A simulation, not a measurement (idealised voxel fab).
Presented below is a process module, voxel transistor to metal.
205 nm wide, 5 nm square cells: that's cross-section cut.
Each cross-section below is a grid of square cells, stated as bands in top-down order, with one or more rows of cells making up each band.
A band entry consists of two parts. The first gives the height of the band's top and the height of its bottom, in nm. The rest lists the band's materials from left to right, each with its width in nm. A single material labelled with the word "throughout" fills the band from edge to edge, and the word "air" marks empty space.
Convention: height 0 is the level below which the wafer, as received, is all one material. The lowest band does not terminate at the bottom but continues downward, represented as "0 nm and below".
The width entry "30..40" should be interpreted row by row: the top row of cells in the band takes the first number, the bottom row takes the second number, and the change between adjacent rows is uniform throughout.
When a step is marked "all unchanged", none of the cells in the cross-section changed during that step.
Voids not open to the top, 8 cells minimum: see "Voids, sealed". Written width x height at distance; distance is from the left edge; nm.
That trailing text on a step's line, after the settings, is the simulator's own remark on the step.
The line of a step may include "overlay nm". On a step with a mask, this value is how far to the right of its planned place the mask lay. A negative value means the mask lay to the left.
-- The process steps that were planned are listed below
1 RECEIVE with material Si
2 OXIDIZE with depth nm 5
3 CONFORMAL_DEP with material SiN, thk nm 15
4 PATTERN with tone cover, mask id ACTIVE, material resist, width nm 100, thk nm 15, overlay nm 0
5 DIRECTIONAL_ETCH with etch materials SiN, depth nm 15
6 DIRECTIONAL_ETCH with etch materials SiO2, depth nm 5
7 DIRECTIONAL_ETCH with etch materials Si, depth nm 30
8 STRIP with etch materials resist
9 OXIDIZE with depth nm 5
10 FILL_DEP with material SiO2, thk nm 10
11 CMP with height nm 15
12 SELECTIVE_ETCH with etch materials SiO2, depth nm 5
13 STRIP with etch materials SiN
14 SELECTIVE_ETCH with etch materials SiO2, depth nm 5
15 OXIDIZE with depth nm 5
16 DIRECTIONAL_DEP with material polySi, thk nm 30
17 DIRECTIONAL_DEP with material SiCN, thk nm 15
18 MASKED_ETCH with tone cover, mask id GATE, width nm 20, etch materials SiCN, depth nm 25, overlay nm 0
19 MASKED_ETCH with tone cover, mask id GATE, width nm 20, etch materials polySi, depth nm 40, overlay nm 0
20 CONFORMAL_DEP with material SiN, thk nm 10
21 DIRECTIONAL_ETCH with etch materials SiN, depth nm 10
22 DIRECTIONAL_ETCH with etch materials SiO2, depth nm 5
23 DIRECTIONAL_ETCH with etch materials Si, depth nm 10
24 EPI with material SiGe, thk nm 15
25 FILL_DEP with material SiO2, thk nm 10
26 CMP with height nm 40
27 DIRECTIONAL_DEP with material SiO2, thk nm 10
28 PATTERN with tone open, mask id CONTACT, material resist, width nm 20, pitch nm 70, thk nm 15, overlay nm 0
29 DIRECTIONAL_ETCH with etch materials SiO2, depth nm 55
30 STRIP with etch materials resist
31 CONFORMAL_DEP with material TiN, thk nm 5
32 FILL_DEP with material W, thk nm 10
33 CMP with height nm 50
34 DIRECTIONAL_DEP with material TiN, thk nm 5
35 DIRECTIONAL_DEP with material Ru, thk nm 25
36 MASKED_ETCH with tone cover, mask id METAL_1, width nm 20, pitch nm 70, etch materials Ru, depth nm 25, overlay nm 0
37 MASKED_ETCH with tone cover, mask id METAL_1, width nm 20, pitch nm 70, etch materials TiN, depth nm 5, overlay nm 0
38 FILL_DEP with material SiO2, thk nm 5
39 CMP with height nm 80
40 CONFORMAL_DEP with material SiN, thk nm 5
-- The first of two wafers, run as planned
-- As-received state of the wafer in cross-section, equivalent to post-step 1
* 0 nm and below | Si throughout
* Voids, sealed: none
-- Cross-section of the wafer after step 2
* 0 nm to -5 nm | SiO2 throughout
* below -5: unchanged
-- Cross-section of the wafer after step 3
* 15 nm to 0 nm | SiN throughout
* below 0: unchanged
-- Cross-section of the wafer after step 4
* 30 nm to 15 nm | air (50), resist (100), air (55)
* below 15: unchanged
-- Cross-section of the wafer after step 5
* 30 nm to 15 nm | air (50), resist (100), air (55)
* 15 nm to 0 nm | air (50), SiN (100), air (55)
* below 0: unchanged
-- Cross-section of the wafer after step 6
* 30 nm to 15 nm | air (50), resist (100), air (55)
* 15 nm to 0 nm | air (50), SiN (100), air (55)
* 0 nm to -5 nm | air (50), SiO2 (100), air (55)
* below -5: unchanged
-- Cross-section of the wafer after step 7
* 30 nm to 15 nm | air (50), resist (100), air (55)
* 15 nm to 0 nm | air (50), SiN (100), air (55)
* 0 nm to -5 nm | air (50), SiO2 (100), air (55)
* -5 nm to -35 nm | air (50), Si (100), air (55)
* below -35: unchanged
-- Cross-section of the wafer after step 8
* 15 nm to 0 nm | air (50), SiN (100), air (55)
* below 0: unchanged
-- Cross-section of the wafer after step 9
* 15 nm to 0 nm | air (50), SiN (100), air (55)
* 0 nm to -5 nm | air (50), SiO2 (100), air (55)
* -5 nm to -35 nm | air (50), SiO2 (5), Si (90), SiO2 (5), air (55)
* -35 nm to -40 nm | SiO2 (55), Si (90), SiO2 (60)
* below -40: unchanged
-- Cross-section of the wafer after step 10
* 25 nm to 15 nm | SiO2 throughout
* 15 nm to 0 nm | SiO2 (50), SiN (100), SiO2 (55)
* 0 nm to -5 nm | SiO2 throughout
* -5 nm to -40 nm | SiO2 (55), Si (90), SiO2 (60)
* below -40: unchanged
-- Cross-section of the wafer after step 11
* 15 nm to 0 nm | SiO2 (50), SiN (100), SiO2 (55)
* below 0: unchanged
-- Cross-section of the wafer after step 12
* 15 nm to 10 nm | air (50), SiN (100), air (55)
* below 10: unchanged
-- Cross-section of the wafer after step 13
* 10 nm to 0 nm | SiO2 (50), air (100), SiO2 (55)
* below 0: unchanged
-- Cross-section of the wafer after step 14
* 5 nm to -5 nm | SiO2 (45), air (110), SiO2 (50)
* below -5: unchanged
-- Cross-section of the wafer after step 15
* 5 nm to -5 nm | SiO2 (45), air (110), SiO2 (50)
* -5 nm to -10 nm | SiO2 throughout
* below -10: unchanged
-- Cross-section of the wafer after step 16
* 35 nm to 25 nm | polySi (45), air (110), polySi (50)
* 25 nm to 5 nm | polySi throughout
* 5 nm to -5 nm | SiO2 (45), polySi (110), SiO2 (50)
* below -5: unchanged
-- Cross-section of the wafer after step 17
* 50 nm to 40 nm | SiCN (45), air (110), SiCN (50)
* 40 nm to 35 nm | SiCN throughout
* 35 nm to 25 nm | polySi (45), SiCN (110), polySi (50)
* below 25: unchanged
-- Cross-section of the wafer after step 18
* 40 nm to 35 nm | air (90), SiCN (20), air (95)
* 35 nm to 25 nm | polySi (45), air (45), SiCN (20), air (45), polySi (50)
* below 25: unchanged
-- Cross-section of the wafer after step 19
* 40 nm to 25 nm | air (90), SiCN (20), air (95)
* 25 nm to 5 nm | air (90), polySi (20), air (95)
* 5 nm to -5 nm | SiO2 (45), air (45), polySi (20), air (45), SiO2 (50)
* below -5: unchanged
-- Cross-section of the wafer after step 20
* 50 nm to 40 nm | air (80), SiN (40), air (85)
* 40 nm to 25 nm | air (80), SiN (10), SiCN (20), SiN (10), air (85)
* 25 nm to 15 nm | air (80), SiN (10), polySi (20), SiN (10), air (85)
* 15 nm to 5 nm | SiN (55), air (25), SiN (10), polySi (20), SiN (10), air (25), SiN (60)
* 5 nm to -5 nm | SiO2 (45), SiN (45), polySi (20), SiN (45), SiO2 (50)
* below -5: unchanged
-- Cross-section of the wafer after step 21
* 40 nm to 25 nm | air (80), SiN (10), SiCN (20), SiN (10), air (85)
* 25 nm to 5 nm | air (80), SiN (10), polySi (20), SiN (10), air (85)
* 5 nm to -5 nm | SiO2 (45), SiN (10), air (25), SiN (10), polySi (20), SiN (10), air (25), SiN (10), SiO2 (50)
* below -5: unchanged
-- Cross-section of the wafer after step 22
* 40 nm to 25 nm | air (80), SiN (10), SiCN (20), SiN (10), air (85)
* 25 nm to 5 nm | air (80), SiN (10), polySi (20), SiN (10), air (85)
* 5 nm to 0 nm | air (45), SiN (10), air (25), SiN (10), polySi (20), SiN (10), air (25), SiN (10), air (50)
* 0 nm to -5 nm | SiO2 (45), SiN (10), air (25), SiN (10), polySi (20), SiN (10), air (25), SiN (10), SiO2 (50)
* -5 nm to -10 nm | SiO2 (55), air (25), SiO2 (40), air (25), SiO2 (60)
* below -10: unchanged
-- Cross-section of the wafer after step 23
* 40 nm to 25 nm | air (80), SiN (10), SiCN (20), SiN (10), air (85)
* 25 nm to 5 nm | air (80), SiN (10), polySi (20), SiN (10), air (85)
* 5 nm to 0 nm | air (45), SiN (10), air (25), SiN (10), polySi (20), SiN (10), air (25), SiN (10), air (50)
* 0 nm to -5 nm | SiO2 (45), SiN (10), air (25), SiN (10), polySi (20), SiN (10), air (25), SiN (10), SiO2 (50)
* -5 nm to -10 nm | SiO2 (55), air (25), SiO2 (40), air (25), SiO2 (60)
* -10 nm to -20 nm | SiO2 (55), air (25), Si (40), air (25), SiO2 (60)
* below -20: unchanged
-- Cross-section of the wafer after step 24
* 40 nm to 25 nm | air (80), SiN (10), SiCN (20), SiN (10), air (85)
* 25 nm to 5 nm | air (80), SiN (10), polySi (20), SiN (10), air (85)
* 5 nm to 0 nm | air (45), SiN (10), air (10), SiGe (15), SiN (10), polySi (20), SiN (10), SiGe (15), air (10), SiN (10), air (50)
* 0 nm to -5 nm | SiO2 (45), SiN (10), air (10), SiGe (15), SiN (10), polySi (20), SiN (10), SiGe (15), air (10), SiN (10), SiO2 (50)
* -5 nm to -10 nm | SiO2 (55), SiGe (25), SiO2 (40), SiGe (25), SiO2 (60)
* -10 nm to -20 nm | SiO2 (55), SiGe (25), Si (40), SiGe (25), SiO2 (60)
* below -20: unchanged
-- Cross-section of the wafer after step 25
* 50 nm to 40 nm | SiO2 throughout
* 40 nm to 25 nm | SiO2 (80), SiN (10), SiCN (20), SiN (10), SiO2 (85)
* 25 nm to 5 nm | SiO2 (80), SiN (10), polySi (20), SiN (10), SiO2 (85)
* 5 nm to -5 nm | SiO2 (45), SiN (10), SiO2 (10), SiGe (15), SiN (10), polySi (20), SiN (10), SiGe (15), SiO2 (10), SiN (10), SiO2 (50)
* below -5: unchanged
-- Cross-section of the wafer after step 26
* 40 nm to 25 nm | SiO2 (80), SiN (10), SiCN (20), SiN (10), SiO2 (85)
* below 25: unchanged
-- Cross-section of the wafer after step 27
* 50 nm to 40 nm | SiO2 throughout
* below 40: unchanged
-- Cross-section of the wafer after step 28
* 65 nm to 50 nm | resist (55), air (20), resist (50), air (20), resist (60)
* below 50: unchanged
-- Cross-section of the wafer after step 29
* 65 nm to 50 nm | resist (55), air (20), resist (50), air (20), resist (60)
* 50 nm to 40 nm | SiO2 (55), air (20), SiO2 (50), air (20), SiO2 (60)
* 40 nm to 25 nm | SiO2 (55), air (20), SiO2 (5), SiN (10), SiCN (20), SiN (10), SiO2 (5), air (20), SiO2 (60)
* 25 nm to 5 nm | SiO2 (55), air (20), SiO2 (5), SiN (10), polySi (20), SiN (10), SiO2 (5), air (20), SiO2 (60)
* 5 nm to -5 nm | SiO2 (45), SiN (10), air (10), SiGe (15), SiN (10), polySi (20), SiN (10), SiGe (15), air (10), SiN (10), SiO2 (50)
* below -5: unchanged
-- Cross-section of the wafer after step 30
* 50 nm to 40 nm | SiO2 (55), air (20), SiO2 (50), air (20), SiO2 (60)
* below 40: unchanged
-- Cross-section of the wafer after step 31
* 55 nm to 50 nm | TiN (60), air (10), TiN (60), air (10), TiN (65)
* 50 nm to 40 nm | SiO2 (55), TiN (5), air (10), TiN (5), SiO2 (50), TiN (5), air (10), TiN (5), SiO2 (60)
* 40 nm to 25 nm | SiO2 (55), TiN (5), air (10), TiN (5), SiO2 (5), SiN (10), SiCN (20), SiN (10), SiO2 (5), TiN (5), air (10), TiN (5), SiO2 (60)
* 25 nm to 10 nm | SiO2 (55), TiN (5), air (10), TiN (5), SiO2 (5), SiN (10), polySi (20), SiN (10), SiO2 (5), TiN (5), air (10), TiN (5), SiO2 (60)
* 10 nm to 5 nm | SiO2 (55), TiN (20), SiO2 (5), SiN (10), polySi (20), SiN (10), SiO2 (5), TiN (20), SiO2 (60)
* 5 nm to -5 nm | SiO2 (45), SiN (10), TiN (10), SiGe (15), SiN (10), polySi (20), SiN (10), SiGe (15), TiN (10), SiN (10), SiO2 (50)
* below -5: unchanged
-- Cross-section of the wafer after step 32
* 65 nm to 55 nm | W throughout
* 55 nm to 50 nm | TiN (60), W (10), TiN (60), W (10), TiN (65)
* 50 nm to 40 nm | SiO2 (55), TiN (5), W (10), TiN (5), SiO2 (50), TiN (5), W (10), TiN (5), SiO2 (60)
* 40 nm to 25 nm | SiO2 (55), TiN (5), W (10), TiN (5), SiO2 (5), SiN (10), SiCN (20), SiN (10), SiO2 (5), TiN (5), W (10), TiN (5), SiO2 (60)
* 25 nm to 10 nm | SiO2 (55), TiN (5), W (10), TiN (5), SiO2 (5), SiN (10), polySi (20), SiN (10), SiO2 (5), TiN (5), W (10), TiN (5), SiO2 (60)
* below 10: unchanged
-- Cross-section of the wafer after step 33
* 50 nm to 40 nm | SiO2 (55), TiN (5), W (10), TiN (5), SiO2 (50), TiN (5), W (10), TiN (5), SiO2 (60)
* below 40: unchanged
-- Cross-section of the wafer after step 34
* 55 nm to 50 nm | TiN throughout
* below 50: unchanged
-- Cross-section of the wafer after step 35
* 80 nm to 55 nm | Ru throughout
* below 55: unchanged
-- Cross-section of the wafer after step 36
* 80 nm to 55 nm | air (55), Ru (20), air (50), Ru (20), air (60)
* below 55: unchanged
-- Cross-section of the wafer after step 37
* 80 nm to 55 nm | air (55), Ru (20), air (50), Ru (20), air (60)
* 55 nm to 50 nm | air (55), TiN (20), air (50), TiN (20), air (60)
* below 50: unchanged
-- Cross-section of the wafer after step 38
* 85 nm to 80 nm | SiO2 throughout
* 80 nm to 55 nm | SiO2 (55), Ru (20), SiO2 (50), Ru (20), SiO2 (60)
* 55 nm to 50 nm | SiO2 (55), TiN (20), SiO2 (50), TiN (20), SiO2 (60)
* below 50: unchanged
-- Cross-section of the wafer after step 39
* 80 nm to 55 nm | SiO2 (55), Ru (20), SiO2 (50), Ru (20), SiO2 (60)
* below 55: unchanged
-- Cross-section of the wafer after step 40
* 85 nm to 80 nm | SiN throughout
* below 80: unchanged
-- The second wafer: identical to the first at the outset and in its planned sequence, differing only in that one mistake was made during processing; up to and including step 32, its path is the first wafer's path
Look at the second wafer in cross-section at the time step 33 ought to have finished: all unchanged
-- Look at the second wafer in cross-section at the time step 34 ought to have finished
* 70 nm to 65 nm | TiN throughout
* below 65: unchanged
-- Look at the second wafer in cross-section at the time step 35 ought to have finished
* 95 nm to 70 nm | Ru throughout
* below 70: unchanged
-- Look at the second wafer in cross-section at the time step 36 ought to have finished
* 95 nm to 70 nm | air (55), Ru (20), air (50), Ru (20), air (60)
* below 70: unchanged
-- Look at the second wafer in cross-section at the time step 37 ought to have finished
* 95 nm to 70 nm | air (55), Ru (20), air (50), Ru (20), air (60)
* 70 nm to 65 nm | air (55), TiN (20), air (50), TiN (20), air (60)
* below 65: unchanged
-- Look at the second wafer in cross-section at the time step 38 ought to have finished
* 100 nm to 95 nm | SiO2 throughout
* 95 nm to 70 nm | SiO2 (55), Ru (20), SiO2 (50), Ru (20), SiO2 (60)
* 70 nm to 65 nm | SiO2 (55), TiN (20), SiO2 (50), TiN (20), SiO2 (60)
* below 65: unchanged
-- Look at the second wafer in cross-section at the time step 39 ought to have finished
* 80 nm to 70 nm | SiO2 (55), Ru (20), SiO2 (50), Ru (20), SiO2 (60)
* below 70: unchanged
-- Look at the second wafer in cross-section at the time step 40 ought to have finished
* 85 nm to 80 nm | SiN throughout
* below 80: unchanged
Short version of what went wrong: plan step 33 never ran because it was skipped
Final cells, second wafer relative to first, materials higher or lower: 24 fewer of Ru; 99 fewer of SiO2; 37 more of TiN; 86 more of W
